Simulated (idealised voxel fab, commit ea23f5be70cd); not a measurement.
The process module that follows is named voxel air gaps.
FYI the section here is cut, 270 nm wide, cells are 5 nm squares.
Cross-section = grid of square cells, listed top down in bands; band = one or more rows.
It is stipulated that each band's entry specify, in nanometres, the height of the top of the band and then that of its bottom, followed by the materials of the band in left-to-right sequence, each together with its width in nanometres. A single material marked by the word "all across" is understood to fill the band from edge to edge; the word "air" is understood to denote empty space.
The reference from which all heights are counted is 0, the level beneath which the as-received wafer is entirely one material; the lowest band, having no lower bound, proceeds downward and is written after the example "top 0, no bottom".
Per-row width for "30..40": begins at first number (top row of band), ends at second number (bottom row), increment between rows held constant.
Where the words "no modification" appear for a step, the cross-section shows no cell changed by that step; every cell remained as before.
Entry "Closed void register" = empty spaces >= 8 cells with no open way to the top; each as width x height at distance, distance from left edge, all nm.
On each step's line, the part that comes after the settings is the simulator's own comment on the step.
overlay nm: for a step with a mask, the amount by which the mask lay right of where it was planned; a negative amount means left of it.
### Process steps - plan
1. RECEIVE [material Si]
2. CONFORMAL_DEP [material SiO2] [thk nm 10]
3. CONFORMAL_DEP [material SiCN] [thk nm 5]
4. DIRECTIONAL_DEP [material SiO2] [thk nm 40]
5. PATTERN [tone open] [mask id LINES] [material resist] [width nm 25] [pitch nm 55] [thk nm 15] [overlay nm 0]
6. DIRECTIONAL_ETCH [etch materials SiO2] [depth nm 40]
7. STRIP [etch materials resist]
8. CONFORMAL_DEP [material TiN] [thk nm 5]
9. FILL_DEP [material Ru] [thk nm 5]
10. CMP [height nm 55]
11. EPI [material Ru] [thk nm 10]
12. SELECTIVE_ETCH [etch materials SiO2] [depth nm 50]
13. CONFORMAL_DEP [material SiCN] [thk nm 5]
### As received (post step 1): cross-section
    top 0, no bottom = Si all across
    Closed void register: none
### Cross-section, first of two wafers, end of module, run as planned
    top 70, bottom 65 = air 50 / SiCN 165 / air 55
    top 65, bottom 55 = air 50 / SiCN 5 / Ru 45 / SiCN 10 / Ru 45 / SiCN 10 / Ru 45 / SiCN 5 / air 55
    top 55, bottom 50 = air 50 / SiCN 15 / TiN 5 / Ru 15 / TiN 5 / SiCN 30 / TiN 5 / Ru 15 / TiN 5 / SiCN 30 / TiN 5 / Ru 15 / TiN 5 / SiCN 15 / air 55
    top 50, bottom 20 = air 60 / SiCN 5 / TiN 5 / Ru 15 / TiN 5 / SiCN 5 / air 20 / SiCN 5 / TiN 5 / Ru 15 / TiN 5 / SiCN 5 / air 20 / SiCN 5 / TiN 5 / Ru 15 / TiN 5 / SiCN 5 / air 65
    top 20, bottom 15 = SiCN 65 / TiN 25 / SiCN 30 / TiN 25 / SiCN 30 / TiN 25 / SiCN 70
    top 15, bottom 10 = SiCN all across
    top 10, bottom 0 = SiO2 all across
    top 0, no bottom = Si all across
    Closed void register: 20 x 30 at 95; 20 x 30 at 150
### Cross-section of the latter of the two wafers at module completion. It had an identical start and an identical plan to the former; in running it, one mistake was made
    top 70, bottom 65 = SiCN all across
    top 65, bottom 55 = Ru 75 / SiCN 5 / Ru 50 / SiCN 5 / Ru 50 / SiCN 5 / Ru 80
    top 55, bottom 50 = Ru 60 / TiN 5 / SiCN 25 / TiN 5 / Ru 20 / TiN 5 / SiCN 25 / TiN 5 / Ru 20 / TiN 5 / SiCN 25 / TiN 5 / Ru 65
    top 50, bottom 20 = Ru 60 / TiN 5 / SiCN 5 / air 15 / SiCN 5 / TiN 5 / Ru 20 / TiN 5 / SiCN 5 / air 15 / SiCN 5 / TiN 5 / Ru 20 / TiN 5 / SiCN 5 / air 15 / SiCN 5 / TiN 5 / Ru 65
    top 20, bottom 15 = TiN 65 / SiCN 25 / TiN 30 / SiCN 25 / TiN 30 / SiCN 25 / TiN 70
    top 15, bottom 10 = SiCN all across
    top 10, bottom 0 = SiO2 all across
    top 0, no bottom = Si all across
    Closed void register: 15 x 30 at 70; 15 x 30 at 125; 15 x 30 at 180
The mistake made against the process plan was this: planned and actual differ for step 5; actual: PATTERN [tone cover] [mask id LINES] [material resist] [width nm 25] [pitch nm 55] [thk nm 15] [overlay nm 0]
Count the cells at the end and the second wafer has more or fewer of some materials than the first: Ru: 216 more | SiCN: 12 fewer | TiN: 24 more
Closed void count at end of process - first wafer: 2; second wafer: 3.
